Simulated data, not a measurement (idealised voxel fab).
Title: Process Module voxel released beams
Xsec cut, 295 nm wide, square cell size 5 nm.
Bands, listed from the top down, are how a cross-section gets written in this document; the cross-section itself is a grid of square cells, and a band is one or more rows of them. What a band's entry tells you: where the top is and where the bottom is, as heights in nm, and after that what lies inside, material by material from left to right, each with its width in nm. Empty space is written as the word "blank", and a single material marked with the word "all across" occupies the band from edge to edge. Ref level 0: as-received wafer is one material below here. Bottom band extends down with no lower bound ("0 nm and below"). Quick explanation for "30->40": the width changes in equal steps down the rows of cells, from the first number in the band's top row to the second number in its bottom row. Reading "no modifications" for a step: not a cell of the cross-section changed in it. This entry, "Closed void roster", enumerates those empty regions of no fewer than 8 cells that possess no open connection to the top. Each region is reported in the form width x height at distance, the distance being taken from the left edge, with all three quantities expressed in nm. On each step's line, the part that comes after the settings is the simulator's own comment on the step. Steps that use a mask can have "overlay nm" on their line. It says how far the mask sat to the right of where it was meant to be. Negative means to the left.
### Planned step list for the process
1: RECEIVE [material Si]
2: CONFORMAL_DEP [material Al2O3] [thk nm 5]
3: DIRECTIONAL_DEP [material SiO2] [thk nm 20]
4: MASKED_ETCH [tone open] [mask id ANCHOR] [width nm 35] [etch materials SiO2] [depth nm 20] [overlay nm 0]
5: CONFORMAL_DEP [material SiN] [thk nm 10]
6: DIRECTIONAL_DEP [material aC] [thk nm 15]
7: PATTERN [tone cover] [mask id BEAM] [material resist] [width nm 110] [thk nm 30] [overlay nm 0]
8: DIRECTIONAL_ETCH [etch materials aC] [depth nm 15]
9: STRIP [etch materials resist]
10: DIRECTIONAL_ETCH [etch materials SiN] [depth nm 10]
11: STRIP [etch materials aC]
12: STRIP [etch materials SiO2]
### Cross-section of the wafer at receipt, which is the condition after step 1
0 nm and below  Si all across
Closed void roster: none
### Final wafer profile in cross-section after the module, from the same start and plan as above, with one mistake made during processing
35 nm to 25 nm  blank=90; SiN=110; blank=95
25 nm to 20 nm  Al2O3 all across
20 nm to 0 nm  SiO2 all across
0 nm and below  Si all across
Closed void roster: none
It is concluded that the wafer was processed incorrectly with respect to the plan, in that the run placed steps 2 and 3 each in the position the plan gave to the other
